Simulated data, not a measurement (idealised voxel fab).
The following is a process module called voxel ribs on slabs.
The figure presents cross-section cut, which has a width of 185 nm and is divided into square cells with an edge length of 5 nm.
In this document a cross-section is written as a grid of square cells. It is given as a series of bands, listed from the top down, and a band is one or more rows of cells. Band: top and bottom heights (nm) first, top before bottom; then materials from left to right, widths in nm. "full width" marks a sole material filling the band edge to edge. "blank" denotes empty space. Heads up on the height convention: 0 is the point under which the incoming wafer is all one material, and the lowest band has no bottom, it just keeps going down, like "z 0 and below". Width: "30..40" (first number = top row, second number = bottom row, same change from row to row of cells). Basically "no alteration" means that step didn't change any cell in the cross-section. "Closed void list" - sealed voids, min. 8 cells, no opening to top; format: width x height at distance (distance from left edge; nm throughout). Post-settings text on a step line: simulator's own remark regarding the step. Among the settings permitted on a step's line is "overlay nm"; applied to a step with a mask, it specifies the extent to which the mask lay to the right of its planned position, whereas a negative figure signifies a position to the left.
THE FOLLOWING LIST GIVES THE PLANNED PROCESS STEPS
1: RECEIVE [material Si]
2: DIRECTIONAL_DEP [material SiO2] [thk nm 25]
3: DIRECTIONAL_DEP [material SiN] [thk nm 20]
4: MASKED_ETCH [tone cover] [mask id RIB] [width nm 25] [etch materials SiN] [depth nm 10] [overlay nm 0]
5: MASKED_ETCH [tone cover] [mask id SLAB] [width nm 75] [etch materials SiN] [depth nm 10] [overlay nm 0]
6: FILL_DEP [material SiO2] [thk nm 25]
7: CMP [height nm 60]
8: DIRECTIONAL_DEP [material TiN] [thk nm 10]
9: MASKED_ETCH [tone cover] [mask id HEATER] [width nm 35] [etch materials TiN] [depth nm 10] [overlay nm 0]
10: CONFORMAL_DEP [material SiO2] [thk nm 5]
WAFER CROSS-SECTION ON RECEIPT, I.E. AFTER STEP 1
    z 0 and below | Si full width
    Closed void list: none
THIS IS HOW THE WAFER LOOKS IN CROSS-SECTION ONCE THE MODULE IS DONE, GIVEN THE STARTING STATE AND PLAN ABOVE AND ONE MISTAKE IN CARRYING THE PLAN OUT
    z 70 to 60 | blank 75, TiN 35, blank 75
    z 60 to 45 | SiO2 full width
    z 45 to 35 | SiO2 80, SiN 25, SiO2 80
    z 35 to 25 | SiO2 55, SiN 75, SiO2 55
    z 25 to 0 | SiO2 full width
    z 0 and below | Si full width
    Closed void list: none
Heads up, the wafer didn't run the way we planned it: step 10 of the plan was jumped over and never run
